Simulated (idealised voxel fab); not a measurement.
process module | voxel lift off
cross-section cut | 260 nm wide | cells 5 nm
A cross-section is a grid of square cells, given in bands from the top down. A band is one or more rows of cells.
Each band's line starts with the height of the band's top and of its bottom, in nm. Then come its materials from left to right, each with its width in nm. One material with "throughout" fills the band from edge to edge. "air" is empty space.
Height 0 is the level under which the wafer as received is all one material. The lowest band goes on downwards, as in "0 down".
A width such as "30 to 40" changes by the same amount from each row of cells to the next, from the band's top row to its bottom row.
"no change" after a step means that no cell of the cross-section changed.
closed voids: empty space of 8 cells or more with no open way to the top, each as width x height at its distance from the left edge, in nm
after a step's settings: what the simulator itself notes on the step
overlay nm, on a step with a mask: how far to the right of its planned place the mask lay; to the left if negative
plan
1 op RECEIVE | material Si
2 op CONFORMAL_DEP | material SiO2 | thk nm 5
3 op PATTERN | tone open | mask id LINES | material resist | width nm 25 | pitch nm 45 | thk nm 20 | overlay nm 0
4 op DIRECTIONAL_DEP | material Ru | thk nm 10
5 op STRIP | etch materials resist
6 op CONFORMAL_DEP | material SiCN | thk nm 10
as received, after step 1
  0 down: Si throughout
  closed voids: none
first wafer at the end, as planned
  25 to 15: air 60 | SiCN 135 | air 65
  15 to 5: SiCN 70 | Ru 25 | SiCN 20 | Ru 25 | SiCN 20 | Ru 25 | SiCN 75
  5 to 0: SiO2 throughout
  0 down: Si throughout
  closed voids: none
second wafer at the end: like start, like plan, one mistake
  25 to 15: air 55 | SiCN 135 | air 70
  15 to 5: SiCN 65 | Ru 25 | SiCN 20 | Ru 25 | SiCN 20 | Ru 25 | SiCN 80
  5 to 0: SiO2 throughout
  0 down: Si throughout
  closed voids: none
what went wrong: step 3 ran as: op PATTERN | tone open | mask id LINES | material resist | width nm 25 | pitch nm 45 | thk nm 20 | overlay nm -5
at the end the second wafer has, in cells: as many of each material as the first, in other places
